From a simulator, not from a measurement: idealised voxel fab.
voxel gate over fins: a process module
Section cut is 205 nm wide and gridded with 5 nm square cells.
In this document a cross-section is written as a grid of square cells. It is given as a series of bands, listed from the top down, and a band is one or more rows of cells. Within each band entry, the heights of the top and of the bottom of the band appear first, in that order and in nm; the materials of the band then follow from left to right, each with its corresponding width in nm. The designation "edge to edge" on a single material indicates that it fills the band from edge to edge; the designation "empty" indicates empty space. Heights are measured from 0, the level below which the as-received wafer is all one material; the lowest band has no bottom and continues downward, written as in "0 and below". A width given as "30..40" starts at the first number in the band's top row and ends at the second number in its bottom row, shifting by an equal amount at every step from row to row. Step marked "nothing changed"? Then no cell in the cross-section changed in it. Basically, "Non-vented voids" tells you about the enclosed voids: empty spaces with no open way to the top, 8 cells or bigger, each written width x height at distance, where distance is from the left edge, all in nm. That trailing text on a step's line, after the settings, is the simulator's own remark on the step. Steps that use a mask can have "overlay nm" on their line. It says how far the mask sat to the right of where it was meant to be. Negative means to the left.
**Below is the list of planned process steps**
1) RECEIVE [material Si]
2) CONFORMAL_DEP [material SiN] [thk nm 5]
3) PATTERN [tone cover] [mask id FINS] [material resist] [width nm 15] [pitch nm 45] [thk nm 20] [overlay nm 0]
4) DIRECTIONAL_ETCH [etch materials SiN] [depth nm 5]
5) DIRECTIONAL_ETCH [etch materials Si] [depth nm 30]
6) STRIP [etch materials resist]
7) FILL_DEP [material SiO2] [thk nm 5]
8) CMP [height nm 5]
9) SELECTIVE_ETCH [etch materials SiO2] [depth nm 20]
10) STRIP [etch materials SiN]
11) CONFORMAL_DEP [material HfO2] [thk nm 5]
12) CONFORMAL_DEP [material TiN] [thk nm 5]
13) CONFORMAL_DEP [material TiAl] [thk nm 5]
14) CONFORMAL_DEP [material TiN] [thk nm 5]
15) FILL_DEP [material W] [thk nm 15]
16) CMP [height nm 30]
17) CONFORMAL_DEP [material SiN] [thk nm 10]
Be aware that, although all wafers share a common starting state, the width nm at step 3 differs among them, and the plan displays the first wafer's value.
**First of several wafers (as received, post step 1), cross-sectional view**
0 and below: Si edge to edge
Non-vented voids: none
**Quick key for the table: a row per wafer, taken at the end of the module. For each material it tells you how many cells the wafer gained (+) or lost (-) since it came in, and the closed voids come after**
width nm 15 | +53 HfO2 | -210 Si | +82 SiN | +105 SiO2 | +53 TiAl | +100 TiN | +145 W | Non-vented voids: none
width nm 20 | +53 HfO2 | -198 Si | +82 SiN | +99 SiO2 | +50 TiAl | +100 TiN | +142 W | Non-vented voids: none
width nm 25 | +53 HfO2 | -186 Si | +82 SiN | +93 SiO2 | +47 TiAl | +100 TiN | +139 W | Non-vented voids: none
width nm 30 | +53 HfO2 | -174 Si | +82 SiN | +87 SiO2 | +47 TiAl | +97 TiN | +136 W | Non-vented voids: none
